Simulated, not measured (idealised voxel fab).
Process module heading - voxel quadruple lines
Each square cell in cross-section cut measures 5 nm, and the section as a whole is 140 nm wide.
For the purposes of this document, a cross-section shall be understood as a grid of square cells, specified as bands listed in top-to-bottom order, each band consisting of one or more rows of cells.
Each band's line starts with the height of the band's top and of its bottom, in nm. Then come its materials from left to right, each with its width in nm. One material with "edge to edge" fills the band from edge to edge. "air" is empty space.
Note: height 0 marks the level under which the wafer is uniformly one material as received. Lowest band unbounded below, written "0..down".
Graded width ("30->40"): value in top row of band = first number; value in bottom row = second number; row-to-row change constant.
What does "stayed the same" mean for a step? It means no cell of the cross-section changed in that step.
Listed in "Internal closed voids": every empty space of 8 or more cells without an open way to the top. Form: width x height at distance, the distance being from the left edge, all in nm.
Heads up: the bit after the settings on a step's line is the simulator's remark on that step.
overlay nm: for a step with a mask, the amount by which the mask lay right of where it was planned; a negative amount means left of it.
Read the rest as pairs. Take the cross-section before one process step, then the cross-section after it, which shows only down to the lowest band that changed. Under the pair, find the step between them and its settings. Bear in mind that pairs may come from different runs of this module on the same starting wafer: link a pair to the pair above it only where its entry headed "Before-step section" says to.
BEFORE-STEP SECTION
> 0..down: Si edge to edge
> Internal closed voids: none
SECTIONAL VIEW, POST-PROCESS
> 10..0: SiO2 edge to edge
> Heights below 0 show no change.
> Internal closed voids: none
For reference, the processing step occurring between the two cross-sections presented above is as follows: CONFORMAL_DEP [material SiO2] [thk nm 10]
Before-step section: For the state before this step, see the after cross-section of the pair located directly above.
SECTIONAL VIEW, POST-PROCESS
> 20..10: Ru edge to edge
> Heights below 10 show no change.
> Internal closed voids: none
For reference, the processing step occurring between the two cross-sections presented above is as follows: DIRECTIONAL_DEP [material Ru] [thk nm 10]
Before-step section: For the state before this step, see the after cross-section of the pair located directly above.
SECTIONAL VIEW, POST-PROCESS
> 40..20: polySi edge to edge
> Heights below 20 show no change.
> Internal closed voids: none
For reference, the processing step occurring between the two cross-sections presented above is as follows: DIRECTIONAL_DEP [material polySi] [thk nm 20]
Before-step section: For the state before this step, see the after cross-section of the pair located directly above.
SECTIONAL VIEW, POST-PROCESS
> 60..40: aC edge to edge
> Heights below 40 show no change.
> Internal closed voids: none
For reference, the processing step occurring between the two cross-sections presented above is as follows: DIRECTIONAL_DEP [material aC] [thk nm 20]
Before-step section: For the state before this step, see the after cross-section of the pair located directly above.
SECTIONAL VIEW, POST-PROCESS
> 85..60: air 50; resist 35; air 55
> Heights below 60 show no change.
> Internal closed voids: none
For reference, the processing step occurring between the two cross-sections presented above is as follows: PATTERN [tone cover] [mask id MANDREL] [material resist] [width nm 35] [thk nm 25] [overlay nm 0]
Before-step section: For the state before this step, see the after cross-section of the pair located directly above.
SECTIONAL VIEW, POST-PROCESS
> 65..60: air 50; resist 35; air 55
> 60..40: air 50; aC 35; air 55
> Heights below 40 show no change.
> Internal closed voids: none
For reference, the processing step occurring between the two cross-sections presented above is as follows: DIRECTIONAL_ETCH [etch materials aC] [depth nm 20]
Before-step section: For the state before this step, see the after cross-section of the pair located directly above.
SECTIONAL VIEW, POST-PROCESS
> 60..40: air 50; aC 35; air 55
> Heights below 40 show no change.
> Internal closed voids: none
For reference, the processing step occurring between the two cross-sections presented above is as follows: STRIP [etch materials resist]
Before-step section: For the state before this step, see the after cross-section of the pair located directly above.
SECTIONAL VIEW, POST-PROCESS
> 75..60: air 35; SiO2 65; air 40
> 60..55: air 35; SiO2 15; aC 35; SiO2 15; air 40
> 55..40: SiO2 50; aC 35; SiO2 55
> Heights below 40 show no change.
> Internal closed voids: none
For reference, the processing step occurring between the two cross-sections presented above is as follows: CONFORMAL_DEP [material SiO2] [thk nm 15]
Before-step section: For the state before this step, see the after cross-section of the pair located directly above.
SECTIONAL VIEW, POST-PROCESS
> 60..40: air 35; SiO2 15; aC 35; SiO2 15; air 40
> Heights below 40 show no change.
> Internal closed voids: none
For reference, the processing step occurring between the two cross-sections presented above is as follows: DIRECTIONAL_ETCH [etch materials SiO2] [depth nm 15]
Before-step section: For the state before this step, see the after cross-section of the pair located directly above.
SECTIONAL VIEW, POST-PROCESS
> 60..40: air 35; SiO2 15; air 35; SiO2 15; air 40
> Heights below 40 show no change.
> Internal closed voids: none
For reference, the processing step occurring between the two cross-sections presented above is as follows: STRIP [etch materials aC]
Before-step section: For the state before this step, see the after cross-section of the pair located directly above.
SECTIONAL VIEW, POST-PROCESS
> 60..40: air 35; SiO2 15; air 35; SiO2 15; air 40
> 40..20: air 35; polySi 15; air 35; polySi 15; air 40
> Heights below 20 show no change.
> Internal closed voids: none
For reference, the processing step occurring between the two cross-sections presented above is as follows: DIRECTIONAL_ETCH [etch materials polySi] [depth nm 20]
Before-step section: For the state before this step, see the after cross-section of the pair located directly above.
SECTIONAL VIEW, POST-PROCESS
> 40..20: air 35; polySi 15; air 35; polySi 15; air 40
> Heights below 20 show no change.
> Internal closed voids: none
For reference, the processing step occurring between the two cross-sections presented above is as follows: STRIP [etch materials SiO2]
Before-step section: For the state before this step, see the after cross-section of the pair located directly above.
SECTIONAL VIEW, POST-PROCESS
> 50..40: air 25; SiN 35; air 15; SiN 35; air 30
> 40..30: air 25; SiN 10; polySi 15; SiN 10; air 15; SiN 10; polySi 15; SiN 10; air 30
> 30..20: SiN 35; polySi 15; SiN 35; polySi 15; SiN 40
> Heights below 20 show no change.
> Internal closed voids: none
For reference, the processing step occurring between the two cross-sections presented above is as follows: CONFORMAL_DEP [material SiN] [thk nm 10]
Before-step section: For the state before this step, see the after cross-section of the pair located directly above.
SECTIONAL VIEW, POST-PROCESS
> 40..20: air 25; SiN 10; polySi 15; SiN 10; air 15; SiN 10; polySi 15; SiN 10; air 30
> Heights below 20 show no change.
> Internal closed voids: none
For reference, the processing step occurring between the two cross-sections presented above is as follows: DIRECTIONAL_ETCH [etch materials SiN] [depth nm 10]
Before-step section: For the state before this step, see the after cross-section of the pair located directly above.
SECTIONAL VIEW, POST-PROCESS
> 40..20: air 25; SiN 10; air 15; SiN 10; air 15; SiN 10; air 15; SiN 10; air 30
> Heights below 20 show no change.
> Internal closed voids: none
For reference, the processing step occurring between the two cross-sections presented above is as follows: STRIP [etch materials polySi]
Before-step section: For the state before this step, see the after cross-section of the pair located directly above.
SECTIONAL VIEW, POST-PROCESS
> 40..20: air 25; SiN 10; air 15; SiN 10; air 15; SiN 10; air 15; SiN 10; air 30
> 20..10: air 25; Ru 10; air 15; Ru 10; air 15; Ru 10; air 15; Ru 10; air 30
> Heights below 10 show no change.
> Internal closed voids: none
For reference, the processing step occurring between the two cross-sections presented above is as follows: DIRECTIONAL_ETCH [etch materials Ru] [depth nm 10]
Before-step section: For the state before this step, see the after cross-section of the pair located directly above.
SECTIONAL VIEW, POST-PROCESS
> 20..10: air 25; Ru 10; air 15; Ru 10; air 15; Ru 10; air 15; Ru 10; air 30
> Heights below 10 show no change.
> Internal closed voids: none
For reference, the processing step occurring between the two cross-sections presented above is as follows: STRIP [etch materials SiN]
BEFORE-STEP SECTION
> 0..down: Si edge to edge
> Internal closed voids: none
SECTIONAL VIEW, POST-PROCESS
> 10..0: Ru edge to edge
> Heights below 0 show no change.
> Internal closed voids: none
For reference, the processing step occurring between the two cross-sections presented above is as follows: DIRECTIONAL_DEP [material Ru] [thk nm 10]
Before-step section: For the state before this step, see the after cross-section of the pair located directly above.
SECTIONAL VIEW, POST-PROCESS
> 30..10: polySi edge to edge
> Heights below 10 show no change.
> Internal closed voids: none
For reference, the processing step occurring between the two cross-sections presented above is as follows: DIRECTIONAL_DEP [material polySi] [thk nm 20]
Before-step section: For the state before this step, see the after cross-section of the pair located directly above.
SECTIONAL VIEW, POST-PROCESS
> 50..30: aC edge to edge
> Heights below 30 show no change.
> Internal closed voids: none
For reference, the processing step occurring between the two cross-sections presented above is as follows: DIRECTIONAL_DEP [material aC] [thk nm 20]
Before-step section: For the state before this step, see the after cross-section of the pair located directly above.
SECTIONAL VIEW, POST-PROCESS
> 75..50: air 50; resist 35; air 55
> Heights below 50 show no change.
> Internal closed voids: none
For reference, the processing step occurring between the two cross-sections presented above is as follows: PATTERN [tone cover] [mask id MANDREL] [material resist] [width nm 35] [thk nm 25] [overlay nm 0]
Before-step section: For the state before this step, see the after cross-section of the pair located directly above.
SECTIONAL VIEW, POST-PROCESS
> 55..50: air 50; resist 35; air 55
> 50..30: air 50; aC 35; air 55
> Heights below 30 show no change.
> Internal closed voids: none
For reference, the processing step occurring between the two cross-sections presented above is as follows: DIRECTIONAL_ETCH [etch materials aC] [depth nm 20]
Before-step section: For the state before this step, see the after cross-section of the pair located directly above.
SECTIONAL VIEW, POST-PROCESS
> 50..30: air 50; aC 35; air 55
> Heights below 30 show no change.
> Internal closed voids: none
For reference, the processing step occurring between the two cross-sections presented above is as follows: STRIP [etch materials resist]
Before-step section: For the state before this step, see the after cross-section of the pair located directly above.
SECTIONAL VIEW, POST-PROCESS
> 65..50: air 35; SiO2 65; air 40
> 50..45: air 35; SiO2 15; aC 35; SiO2 15; air 40
> 45..30: SiO2 50; aC 35; SiO2 55
> Heights below 30 show no change.
> Internal closed voids: none
For reference, the processing step occurring between the two cross-sections presented above is as follows: CONFORMAL_DEP [material SiO2] [thk nm 15]
Before-step section: For the state before this step, see the after cross-section of the pair located directly above.
SECTIONAL VIEW, POST-PROCESS
> 50..30: air 35; SiO2 15; aC 35; SiO2 15; air 40
> Heights below 30 show no change.
> Internal closed voids: none
For reference, the processing step occurring between the two cross-sections presented above is as follows: DIRECTIONAL_ETCH [etch materials SiO2] [depth nm 15]
Before-step section: For the state before this step, see the after cross-section of the pair located directly above.
SECTIONAL VIEW, POST-PROCESS
> 50..30: air 35; SiO2 15; air 35; SiO2 15; air 40
> Heights below 30 show no change.
> Internal closed voids: none
For reference, the processing step occurring between the two cross-sections presented above is as follows: STRIP [etch materials aC]
Before-step section: For the state before this step, see the after cross-section of the pair located directly above.
SECTIONAL VIEW, POST-PROCESS
> 50..30: air 35; SiO2 15; air 35; SiO2 15; air 40
> 30..10: air 35; polySi 15; air 35; polySi 15; air 40
> Heights below 10 show no change.
> Internal closed voids: none
For reference, the processing step occurring between the two cross-sections presented above is as follows: DIRECTIONAL_ETCH [etch materials polySi] [depth nm 20]
Before-step section: For the state before this step, see the after cross-section of the pair located directly above.
SECTIONAL VIEW, POST-PROCESS
> 30..10: air 35; polySi 15; air 35; polySi 15; air 40
> Heights below 10 show no change.
> Internal closed voids: none
For reference, the processing step occurring between the two cross-sections presented above is as follows: STRIP [etch materials SiO2]
Before-step section: For the state before this step, see the after cross-section of the pair located directly above.
SECTIONAL VIEW, POST-PROCESS
> 40..30: air 25; SiN 35; air 15; SiN 35; air 30
> 30..20: air 25; SiN 10; polySi 15; SiN 10; air 15; SiN 10; polySi 15; SiN 10; air 30
> 20..10: SiN 35; polySi 15; SiN 35; polySi 15; SiN 40
> Heights below 10 show no change.
> Internal closed voids: none
For reference, the processing step occurring between the two cross-sections presented above is as follows: CONFORMAL_DEP [material SiN] [thk nm 10]
Before-step section: For the state before this step, see the after cross-section of the pair located directly above.
SECTIONAL VIEW, POST-PROCESS
> 30..10: air 25; SiN 10; polySi 15; SiN 10; air 15; SiN 10; polySi 15; SiN 10; air 30
> Heights below 10 show no change.
> Internal closed voids: none
For reference, the processing step occurring between the two cross-sections presented above is as follows: DIRECTIONAL_ETCH [etch materials SiN] [depth nm 10]
Before-step section: For the state before this step, see the after cross-section of the pair located directly above.
SECTIONAL VIEW, POST-PROCESS
> 30..10: air 25; SiN 10; air 15; SiN 10; air 15; SiN 10; air 15; SiN 10; air 30
> Heights below 10 show no change.
> Internal closed voids: none
For reference, the processing step occurring between the two cross-sections presented above is as follows: STRIP [etch materials polySi]
Before-step section: For the state before this step, see the after cross-section of the pair located directly above.
SECTIONAL VIEW, POST-PROCESS
> 30..10: air 25; SiN 10; air 15; SiN 10; air 15; SiN 10; air 15; SiN 10; air 30
> 10..0: air 25; Ru 10; air 15; Ru 10; air 15; Ru 10; air 15; Ru 10; air 30
> Heights below 0 show no change.
> Internal closed voids: none
For reference, the processing step occurring between the two cross-sections presented above is as follows: DIRECTIONAL_ETCH [etch materials Ru] [depth nm 10]
Before-step section: For the state before this step, see the after cross-section of the pair located directly above.
SECTIONAL VIEW, POST-PROCESS
> 10..0: air 25; Ru 10; air 15; Ru 10; air 15; Ru 10; air 15; Ru 10; air 30
> Heights below 0 show no change.
> Internal closed voids: none
For reference, the processing step occurring between the two cross-sections presented above is as follows: STRIP [etch materials SiN]
BEFORE-STEP SECTION
> 40..20: air 25; SiN 10; polySi 15; SiN 10; air 15; SiN 10; polySi 15; SiN 10; air 30
> 20..10: Ru edge to edge
> 10..0: SiO2 edge to edge
> 0..down: Si edge to edge
> Internal closed voids: none
SECTIONAL VIEW, POST-PROCESS
> 40..30: air 35; polySi 15; air 35; polySi 15; air 40
> Heights below 30 show no change.
> Internal closed voids: none
For reference, the processing step occurring between the two cross-sections presented above is as follows: DIRECTIONAL_ETCH [etch materials SiN] [depth nm 10]
Before-step section: For the state before this step, see the after cross-section of the pair located directly above.
SECTIONAL VIEW, POST-PROCESS
> 30..20: air 25; SiN 10; air 15; SiN 10; air 15; SiN 10; air 15; SiN 10; air 30
> Heights below 20 show no change.
> Internal closed voids: none
For reference, the processing step occurring between the two cross-sections presented above is as follows: STRIP [etch materials polySi]
Before-step section: For the state before this step, see the after cross-section of the pair located directly above.
SECTIONAL VIEW, POST-PROCESS
> 30..20: air 25; SiN 10; air 15; SiN 10; air 15; SiN 10; air 15; SiN 10; air 30
> 20..10: air 25; Ru 10; air 15; Ru 10; air 15; Ru 10; air 15; Ru 10; air 30
> Heights below 10 show no change.
> Internal closed voids: none
For reference, the processing step occurring between the two cross-sections presented above is as follows: DIRECTIONAL_ETCH [etch materials Ru] [depth nm 10]
Before-step section: For the state before this step, see the after cross-section of the pair located directly above.
SECTIONAL VIEW, POST-PROCESS
> 20..10: air 25; Ru 10; air 15; Ru 10; air 15; Ru 10; air 15; Ru 10; air 30
> Heights below 10 show no change.
> Internal closed voids: none
For reference, the processing step occurring between the two cross-sections presented above is as follows: STRIP [etch materials SiN]
BEFORE-STEP SECTION
> 10..0: SiO2 edge to edge
> 0..down: Si edge to edge
> Internal closed voids: none
SECTIONAL VIEW, POST-PROCESS
> 30..10: polySi edge to edge
> Heights below 10 show no change.
> Internal closed voids: none
For reference, the processing step occurring between the two cross-sections presented above is as follows: DIRECTIONAL_DEP [material polySi] [thk nm 20]
Before-step section: For the state before this step, see the after cross-section of the pair located directly above.
SECTIONAL VIEW, POST-PROCESS
> 40..30: Ru edge to edge
> Heights below 30 show no change.
> Internal closed voids: none
For reference, the processing step occurring between the two cross-sections presented above is as follows: DIRECTIONAL_DEP [material Ru] [thk nm 10]
Before-step section: For the state before this step, see the after cross-section of the pair located directly above.
SECTIONAL VIEW, POST-PROCESS
> 60..40: aC edge to edge
> Heights below 40 show no change.
> Internal closed voids: none
For reference, the processing step occurring between the two cross-sections presented above is as follows: DIRECTIONAL_DEP [material aC] [thk nm 20]
Before-step section: For the state before this step, see the after cross-section of the pair located directly above.
SECTIONAL VIEW, POST-PROCESS
> 85..60: air 50; resist 35; air 55
> Heights below 60 show no change.
> Internal closed voids: none
For reference, the processing step occurring between the two cross-sections presented above is as follows: PATTERN [tone cover] [mask id MANDREL] [material resist] [width nm 35] [thk nm 25] [overlay nm 0]
Before-step section: For the state before this step, see the after cross-section of the pair located directly above.
SECTIONAL VIEW, POST-PROCESS
> 65..60: air 50; resist 35; air 55
> 60..40: air 50; aC 35; air 55
> Heights below 40 show no change.
> Internal closed voids: none
For reference, the processing step occurring between the two cross-sections presented above is as follows: DIRECTIONAL_ETCH [etch materials aC] [depth nm 20]
Before-step section: For the state before this step, see the after cross-section of the pair located directly above.
SECTIONAL VIEW, POST-PROCESS
> 60..40: air 50; aC 35; air 55
> Heights below 40 show no change.
> Internal closed voids: none
For reference, the processing step occurring between the two cross-sections presented above is as follows: STRIP [etch materials resist]
Before-step section: For the state before this step, see the after cross-section of the pair located directly above.
SECTIONAL VIEW, POST-PROCESS
> 75..60: air 35; SiO2 65; air 40
> 60..55: air 35; SiO2 15; aC 35; SiO2 15; air 40
> 55..40: SiO2 50; aC 35; SiO2 55
> Heights below 40 show no change.
> Internal closed voids: none
For reference, the processing step occurring between the two cross-sections presented above is as follows: CONFORMAL_DEP [material SiO2] [thk nm 15]
Before-step section: For the state before this step, see the after cross-section of the pair located directly above.
SECTIONAL VIEW, POST-PROCESS
> 60..40: air 35; SiO2 15; aC 35; SiO2 15; air 40
> Heights below 40 show no change.
> Internal closed voids: none
For reference, the processing step occurring between the two cross-sections presented above is as follows: DIRECTIONAL_ETCH [etch materials SiO2] [depth nm 15]
Before-step section: For the state before this step, see the after cross-section of the pair located directly above.
SECTIONAL VIEW, POST-PROCESS
> 60..40: air 35; SiO2 15; air 35; SiO2 15; air 40
> Heights below 40 show no change.
> Internal closed voids: none
For reference, the processing step occurring between the two cross-sections presented above is as follows: STRIP [etch materials aC]
Before-step section: For the state before this step, see the after cross-section of the pair located directly above.
SECTIONAL VIEW, POST-PROCESS
> 40..30: Ru edge to edge
> Heights below 30 show no change.
> Internal closed voids: none
For reference, the processing step occurring between the two cross-sections presented above is as follows: STRIP [etch materials SiO2]
Before-step section: For the state before this step, see the after cross-section of the pair located directly above.
SECTIONAL VIEW, POST-PROCESS
> 50..40: SiN edge to edge
> Heights below 40 show no change.
> Internal closed voids: none
For reference, the processing step occurring between the two cross-sections presented above is as follows: CONFORMAL_DEP [material SiN] [thk nm 10]
Before-step section: For the state before this step, see the after cross-section of the pair located directly above.
SECTIONAL VIEW, POST-PROCESS
> 40..30: Ru edge to edge
> Heights below 30 show no change.
> Internal closed voids: none
For reference, the processing step occurring between the two cross-sections presented above is as follows: DIRECTIONAL_ETCH [etch materials SiN] [depth nm 10]
Before-step section: For the state before this step, see the after cross-section of the pair located directly above.
SECTIONAL VIEW, POST-PROCESS
> 30..10: polySi edge to edge
> Heights below 10 show no change.
> Internal closed voids: none
For reference, the processing step occurring between the two cross-sections presented above is as follows: DIRECTIONAL_ETCH [etch materials Ru] [depth nm 10]
BEFORE-STEP SECTION
> 40..20: air 25; SiN 10; air 15; SiN 10; air 15; SiN 10; air 15; SiN 10; air 30
> 20..10: Ru edge to edge
> 10..0: SiO2 edge to edge
> 0..down: Si edge to edge
> Internal closed voids: none
SECTIONAL VIEW, POST-PROCESS
> 40..20: air 25; SiN 10; air 15; SiN 10; air 15; SiN 10; air 15; SiN 10; air 30
> 20..15: air 25; Ru 10; air 15; Ru 10; air 15; Ru 10; air 15; Ru 10; air 30
> Heights below 15 show no change.
> Internal closed voids: none
For reference, the processing step occurring between the two cross-sections presented above is as follows: DIRECTIONAL_ETCH [etch materials Ru] [depth nm 5]
Before-step section: For the state before this step, see the after cross-section of the pair located directly above.
SECTIONAL VIEW, POST-PROCESS
> 20..15: air 25; Ru 10; air 15; Ru 10; air 15; Ru 10; air 15; Ru 10; air 30
> Heights below 15 show no change.
> Internal closed voids: none
For reference, the processing step occurring between the two cross-sections presented above is as follows: STRIP [etch materials SiN]
BEFORE-STEP SECTION
> 60..40: aC edge to edge
> 40..20: polySi edge to edge
> 20..10: Ru edge to edge
> 10..0: SiO2 edge to edge
> 0..down: Si edge to edge
> Internal closed voids: none
SECTIONAL VIEW, POST-PROCESS
> 85..60: air 50; resist 40; air 50
> Heights below 60 show no change.
> Internal closed voids: none
For reference, the processing step occurring between the two cross-sections presented above is as follows: PATTERN [tone cover] [mask id MANDREL] [material resist] [width nm 40] [thk nm 25] [overlay nm 0]
Before-step section: For the state before this step, see the after cross-section of the pair located directly above.
SECTIONAL VIEW, POST-PROCESS
> 65..60: air 50; resist 40; air 50
> 60..40: air 50; aC 40; air 50
> Heights below 40 show no change.
> Internal closed voids: none
For reference, the processing step occurring between the two cross-sections presented above is as follows: DIRECTIONAL_ETCH [etch materials aC] [depth nm 20]
Before-step section: For the state before this step, see the after cross-section of the pair located directly above.
SECTIONAL VIEW, POST-PROCESS
> 60..40: air 50; aC 40; air 50
> Heights below 40 show no change.
> Internal closed voids: none
For reference, the processing step occurring between the two cross-sections presented above is as follows: STRIP [etch materials resist]
Before-step section: For the state before this step, see the after cross-section of the pair located directly above.
SECTIONAL VIEW, POST-PROCESS
> 75..60: air 35; SiO2 70; air 35
> 60..55: air 35; SiO2 15; aC 40; SiO2 15; air 35
> 55..40: SiO2 50; aC 40; SiO2 50
> Heights below 40 show no change.
> Internal closed voids: none
For reference, the processing step occurring between the two cross-sections presented above is as follows: CONFORMAL_DEP [material SiO2] [thk nm 15]
Before-step section: For the state before this step, see the after cross-section of the pair located directly above.
SECTIONAL VIEW, POST-PROCESS
> 60..40: air 35; SiO2 15; aC 40; SiO2 15; air 35
> Heights below 40 show no change.
> Internal closed voids: none
For reference, the processing step occurring between the two cross-sections presented above is as follows: DIRECTIONAL_ETCH [etch materials SiO2] [depth nm 15]
Before-step section: For the state before this step, see the after cross-section of the pair located directly above.
SECTIONAL VIEW, POST-PROCESS
> 60..40: air 35; SiO2 15; air 40; SiO2 15; air 35
> Heights below 40 show no change.
> Internal closed voids: none
For reference, the processing step occurring between the two cross-sections presented above is as follows: STRIP [etch materials aC]
Before-step section: For the state before this step, see the after cross-section of the pair located directly above.
SECTIONAL VIEW, POST-PROCESS
> 60..40: air 35; SiO2 15; air 40; SiO2 15; air 35
> 40..20: air 35; polySi 15; air 40; polySi 15; air 35
> Heights below 20 show no change.
> Internal closed voids: none
For reference, the processing step occurring between the two cross-sections presented above is as follows: DIRECTIONAL_ETCH [etch materials polySi] [depth nm 20]
Before-step section: For the state before this step, see the after cross-section of the pair located directly above.
SECTIONAL VIEW, POST-PROCESS
> 40..20: air 35; polySi 15; air 40; polySi 15; air 35
> Heights below 20 show no change.
> Internal closed voids: none
For reference, the processing step occurring between the two cross-sections presented above is as follows: STRIP [etch materials SiO2]
Before-step section: For the state before this step, see the after cross-section of the pair located directly above.
SECTIONAL VIEW, POST-PROCESS
> 50..40: air 25; SiN 35; air 20; SiN 35; air 25
> 40..30: air 25; SiN 10; polySi 15; SiN 10; air 20; SiN 10; polySi 15; SiN 10; air 25
> 30..20: SiN 35; polySi 15; SiN 40; polySi 15; SiN 35
> Heights below 20 show no change.
> Internal closed voids: none
For reference, the processing step occurring between the two cross-sections presented above is as follows: CONFORMAL_DEP [material SiN] [thk nm 10]
Before-step section: For the state before this step, see the after cross-section of the pair located directly above.
SECTIONAL VIEW, POST-PROCESS
> 40..20: air 25; SiN 10; polySi 15; SiN 10; air 20; SiN 10; polySi 15; SiN 10; air 25
> Heights below 20 show no change.
> Internal closed voids: none
For reference, the processing step occurring between the two cross-sections presented above is as follows: DIRECTIONAL_ETCH [etch materials SiN] [depth nm 10]
Before-step section: For the state before this step, see the after cross-section of the pair located directly above.
SECTIONAL VIEW, POST-PROCESS
> 40..20: air 25; SiN 10; air 15; SiN 10; air 20; SiN 10; air 15; SiN 10; air 25
> Heights below 20 show no change.
> Internal closed voids: none
For reference, the processing step occurring between the two cross-sections presented above is as follows: STRIP [etch materials polySi]
Before-step section: For the state before this step, see the after cross-section of the pair located directly above.
SECTIONAL VIEW, POST-PROCESS
> 40..20: air 25; SiN 10; air 15; SiN 10; air 20; SiN 10; air 15; SiN 10; air 25
> 20..10: air 25; Ru 10; air 15; Ru 10; air 20; Ru 10; air 15; Ru 10; air 25
> Heights below 10 show no change.
> Internal closed voids: none
For reference, the processing step occurring between the two cross-sections presented above is as follows: DIRECTIONAL_ETCH [etch materials Ru] [depth nm 10]
Before-step section: For the state before this step, see the after cross-section of the pair located directly above.
SECTIONAL VIEW, POST-PROCESS
> 20..10: air 25; Ru 10; air 15; Ru 10; air 20; Ru 10; air 15; Ru 10; air 25
> Heights below 10 show no change.
> Internal closed voids: none
For reference, the processing step occurring between the two cross-sections presented above is as follows: STRIP [etch materials SiN]
BEFORE-STEP SECTION
> 60..40: aC edge to edge
> 40..20: polySi edge to edge
> 20..10: Ru edge to edge
> 10..0: SiO2 edge to edge
> 0..down: Si edge to edge
> Internal closed voids: none
SECTIONAL VIEW, POST-PROCESS
> 85..60: air 60; resist 35; air 45
> Heights below 60 show no change.
> Internal closed voids: none
For reference, the processing step occurring between the two cross-sections presented above is as follows: PATTERN [tone cover] [mask id MANDREL] [material resist] [width nm 35] [thk nm 25] [overlay nm 10]
Before-step section: For the state before this step, see the after cross-section of the pair located directly above.
SECTIONAL VIEW, POST-PROCESS
> 65..60: air 60; resist 35; air 45
> 60..40: air 60; aC 35; air 45
> Heights below 40 show no change.
> Internal closed voids: none
For reference, the processing step occurring between the two cross-sections presented above is as follows: DIRECTIONAL_ETCH [etch materials aC] [depth nm 20]
Before-step section: For the state before this step, see the after cross-section of the pair located directly above.
SECTIONAL VIEW, POST-PROCESS
> 60..40: air 60; aC 35; air 45
> Heights below 40 show no change.
> Internal closed voids: none
For reference, the processing step occurring between the two cross-sections presented above is as follows: STRIP [etch materials resist]
Before-step section: For the state before this step, see the after cross-section of the pair located directly above.
SECTIONAL VIEW, POST-PROCESS
> 75..60: air 45; SiO2 65; air 30
> 60..55: air 45; SiO2 15; aC 35; SiO2 15; air 30
> 55..40: SiO2 60; aC 35; SiO2 45
> Heights below 40 show no change.
> Internal closed voids: none
For reference, the processing step occurring between the two cross-sections presented above is as follows: CONFORMAL_DEP [material SiO2] [thk nm 15]
Before-step section: For the state before this step, see the after cross-section of the pair located directly above.
SECTIONAL VIEW, POST-PROCESS
> 60..40: air 45; SiO2 15; aC 35; SiO2 15; air 30
> Heights below 40 show no change.
> Internal closed voids: none
For reference, the processing step occurring between the two cross-sections presented above is as follows: DIRECTIONAL_ETCH [etch materials SiO2] [depth nm 15]
Before-step section: For the state before this step, see the after cross-section of the pair located directly above.
SECTIONAL VIEW, POST-PROCESS
> 60..40: air 45; SiO2 15; air 35; SiO2 15; air 30
> Heights below 40 show no change.
> Internal closed voids: none
For reference, the processing step occurring between the two cross-sections presented above is as follows: STRIP [etch materials aC]
Before-step section: For the state before this step, see the after cross-section of the pair located directly above.
SECTIONAL VIEW, POST-PROCESS
> 60..40: air 45; SiO2 15; air 35; SiO2 15; air 30
> 40..20: air 45; polySi 15; air 35; polySi 15; air 30
> Heights below 20 show no change.
> Internal closed voids: none
For reference, the processing step occurring between the two cross-sections presented above is as follows: DIRECTIONAL_ETCH [etch materials polySi] [depth nm 20]
Before-step section: For the state before this step, see the after cross-section of the pair located directly above.
SECTIONAL VIEW, POST-PROCESS
> 40..20: air 45; polySi 15; air 35; polySi 15; air 30
> Heights below 20 show no change.
> Internal closed voids: none
For reference, the processing step occurring between the two cross-sections presented above is as follows: STRIP [etch materials SiO2]
Before-step section: For the state before this step, see the after cross-section of the pair located directly above.
SECTIONAL VIEW, POST-PROCESS
> 50..40: air 35; SiN 35; air 15; SiN 35; air 20
> 40..30: air 35; SiN 10; polySi 15; SiN 10; air 15; SiN 10; polySi 15; SiN 10; air 20
> 30..20: SiN 45; polySi 15; SiN 35; polySi 15; SiN 30
> Heights below 20 show no change.
> Internal closed voids: none
For reference, the processing step occurring between the two cross-sections presented above is as follows: CONFORMAL_DEP [material SiN] [thk nm 10]
Before-step section: For the state before this step, see the after cross-section of the pair located directly above.
SECTIONAL VIEW, POST-PROCESS
> 40..20: air 35; SiN 10; polySi 15; SiN 10; air 15; SiN 10; polySi 15; SiN 10; air 20
> Heights below 20 show no change.
> Internal closed voids: none
For reference, the processing step occurring between the two cross-sections presented above is as follows: DIRECTIONAL_ETCH [etch materials SiN] [depth nm 10]
Before-step section: For the state before this step, see the after cross-section of the pair located directly above.
SECTIONAL VIEW, POST-PROCESS
> 40..20: air 35; SiN 10; air 15; SiN 10; air 15; SiN 10; air 15; SiN 10; air 20
> Heights below 20 show no change.
> Internal closed voids: none
For reference, the processing step occurring between the two cross-sections presented above is as follows: STRIP [etch materials polySi]
Before-step section: For the state before this step, see the after cross-section of the pair located directly above.
SECTIONAL VIEW, POST-PROCESS
> 40..20: air 35; SiN 10; air 15; SiN 10; air 15; SiN 10; air 15; SiN 10; air 20
> 20..10: air 35; Ru 10; air 15; Ru 10; air 15; Ru 10; air 15; Ru 10; air 20
> Heights below 10 show no change.
> Internal closed voids: none
For reference, the processing step occurring between the two cross-sections presented above is as follows: DIRECTIONAL_ETCH [etch materials Ru] [depth nm 10]
Before-step section: For the state before this step, see the after cross-section of the pair located directly above.
SECTIONAL VIEW, POST-PROCESS
> 20..10: air 35; Ru 10; air 15; Ru 10; air 15; Ru 10; air 15; Ru 10; air 20
> Heights below 10 show no change.
> Internal closed voids: none
For reference, the processing step occurring between the two cross-sections presented above is as follows: STRIP [etch materials SiN]
BEFORE-STEP SECTION
> 40..20: air 35; polySi 15; air 35; polySi 15; air 40
> 20..10: Ru edge to edge
> 10..0: SiO2 edge to edge
> 0..down: Si edge to edge
> Internal closed voids: none
SECTIONAL VIEW, POST-PROCESS
> 50..40: air 25; SiO2 35; air 15; SiO2 35; air 30
> 40..30: air 25; SiO2 10; polySi 15; SiO2 10; air 15; SiO2 10; polySi 15; SiO2 10; air 30
> 30..20: SiO2 35; polySi 15; SiO2 35; polySi 15; SiO2 40
> Heights below 20 show no change.
> Internal closed voids: none
For reference, the processing step occurring between the two cross-sections presented above is as follows: CONFORMAL_DEP [material SiO2] [thk nm 10]
BEFORE-STEP SECTION
> 60..40: aC edge to edge
> 40..20: polySi edge to edge
> 20..10: Ru edge to edge
> 10..0: SiO2 edge to edge
> 0..down: Si edge to edge
> Internal closed voids: none
SECTIONAL VIEW, POST-PROCESS
> 85..60: resist 50; air 35; resist 55
> Heights below 60 show no change.
> Internal closed voids: none
For reference, the processing step occurring between the two cross-sections presented above is as follows: PATTERN [tone open] [mask id MANDREL] [material resist] [width nm 35] [thk nm 25] [overlay nm 0]
Before-step section: For the state before this step, see the after cross-section of the pair located directly above.
SECTIONAL VIEW, POST-PROCESS
> 65..60: resist 50; air 35; resist 55
> 60..40: aC 50; air 35; aC 55
> Heights below 40 show no change.
> Internal closed voids: none
For reference, the processing step occurring between the two cross-sections presented above is as follows: DIRECTIONAL_ETCH [etch materials aC] [depth nm 20]
